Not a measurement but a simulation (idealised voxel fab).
Process module under the name voxel self aligned contacts
Each square cell in cross-section cut measures 5 nm, and the section as a whole is 225 nm wide.
Just so we're on the same page, the cross-sections are grids of square cells, and they're listed out in bands top to bottom, each band one or more rows deep.
Band: top and bottom heights (nm) first, top before bottom; then materials from left to right, widths in nm. "all across" marks a sole material filling the band edge to edge. "air" denotes empty space.
A quick word on heights: they are counted from 0, and under that level the wafer as it came to us is one material throughout. The lowest band is different from the rest in having no bottom; it simply continues downward, written as in "from 0 down".
Think of "30..40" as a width that walks from the first number to the second as you go down the band, top row to bottom row, taking equal-sized steps from row to row.
When a step is marked "remained unchanged", none of the cells in the cross-section changed during that step.
If an empty space has no open way to the top and is at least 8 cells in size, "Completely sealed voids" lists it, written width x height at distance, where distance is measured from the left edge and every value is in nm.
What comes after the settings on a step's line is commentary from the simulator itself on that step.
For masked steps, "overlay nm" on the step line gives how far right of plan the mask actually lay; a minus sign means it lay to the left.

[Process steps - plan]
1,op RECEIVE | material Si
2,op OXIDIZE | depth nm 5
3,op DIRECTIONAL_DEP | material polySi | thk nm 25
4,op DIRECTIONAL_DEP | material SiN | thk nm 25
5,op DIRECTIONAL_DEP | material aC | thk nm 10
6,op PATTERN | tone cover | mask id GATE | material resist | width nm 35 | pitch nm 80 | thk nm 25 | overlay nm 0
7,op DIRECTIONAL_ETCH | etch materials aC | depth nm 10
8,op STRIP | etch materials resist
9,op DIRECTIONAL_ETCH | etch materials SiN | depth nm 25
10,op DIRECTIONAL_ETCH | etch materials polySi | depth nm 25
11,op STRIP | etch materials aC
12,op CONFORMAL_DEP | material SiN | thk nm 10
13,op DIRECTIONAL_ETCH | etch materials SiN | depth nm 10
14,op FILL_DEP | material SiO2 | thk nm 15
15,op CMP | height nm 60
16,op MASKED_ETCH | tone open | mask id CONTACT | width nm 65 | pitch nm 80 | etch materials SiO2 | depth nm 65 | overlay nm 0
17,op CONFORMAL_DEP | material TiN | thk nm 5
18,op FILL_DEP | material W | thk nm 10
19,op CMP | height nm 60
20,op CONFORMAL_DEP | material SiCN | thk nm 5

[Wafer as received: cross-section following step 1]
- from 0 down | Si all across
- Completely sealed voids: none

[Post-module cross-section of the first of two wafers (run per plan)]
- from 65 to 60 | SiCN all across
- from 60 to 50 | 40 SiO2, 5..25 TiN, 55..15 W, 5..25 TiN, 15 SiO2, 5..25 TiN, 55..15 W, 5..25 TiN, 40 SiO2
- from 50 to 25 | 5 SiO2, 55 SiN, 5 TiN, 15 W, 5 TiN, 55 SiN, 5 TiN, 15 W, 5 TiN, 55 SiN, 5 SiO2
- from 25 to 0 | 5 SiO2, 10 SiN, 35 polySi, 10 SiN, 5 TiN, 15 W, 5 TiN, 10 SiN, 35 polySi, 10 SiN, 5 TiN, 15 W, 5 TiN, 10 SiN, 35 polySi, 10 SiN, 5 SiO2
- from 0 to -5 | 60 SiO2, 25 TiN, 55 SiO2, 25 TiN, 60 SiO2
- from -5 down | Si all across
- Completely sealed voids: none

[What the second wafer looks like in cross-section once the module is done. Its start and its plan matched the first wafer's exactly; what differed was one mistake in how it was run]
- from 65 to 60 | SiCN all across
- from 60 to 50 | 5 SiO2, 55 SiN, 5 TiN, 15 W, 5 TiN, 55 SiN, 5 TiN, 15 W, 5 TiN, 55 SiN, 5 SiO2
- from 50 to 30 | 5 SiO2, 10 SiN, 35 polySi, 10 SiN, 5 TiN, 15 W, 5 TiN, 10 SiN, 35 polySi, 10 SiN, 5 TiN, 15 W, 5 TiN, 10 SiN, 35 polySi, 10 SiN, 5 SiO2
- from 30 to 25 | 5 SiO2, 10 SiN, 35 polySi, 10 SiN, 25 TiN, 10 SiN, 35 polySi, 10 SiN, 25 TiN, 10 SiN, 35 polySi, 10 SiN, 5 SiO2
- from 25 to 0 | polySi all across
- from 0 to -5 | SiO2 all across
- from -5 down | Si all across
- Completely sealed voids: none
Run error: plan step 3 ran twice
Final comparison by cell count, materials where the second wafer has more or fewer than the first: SiN -99; SiO2 -34; TiN -40; W -52; polySi +225
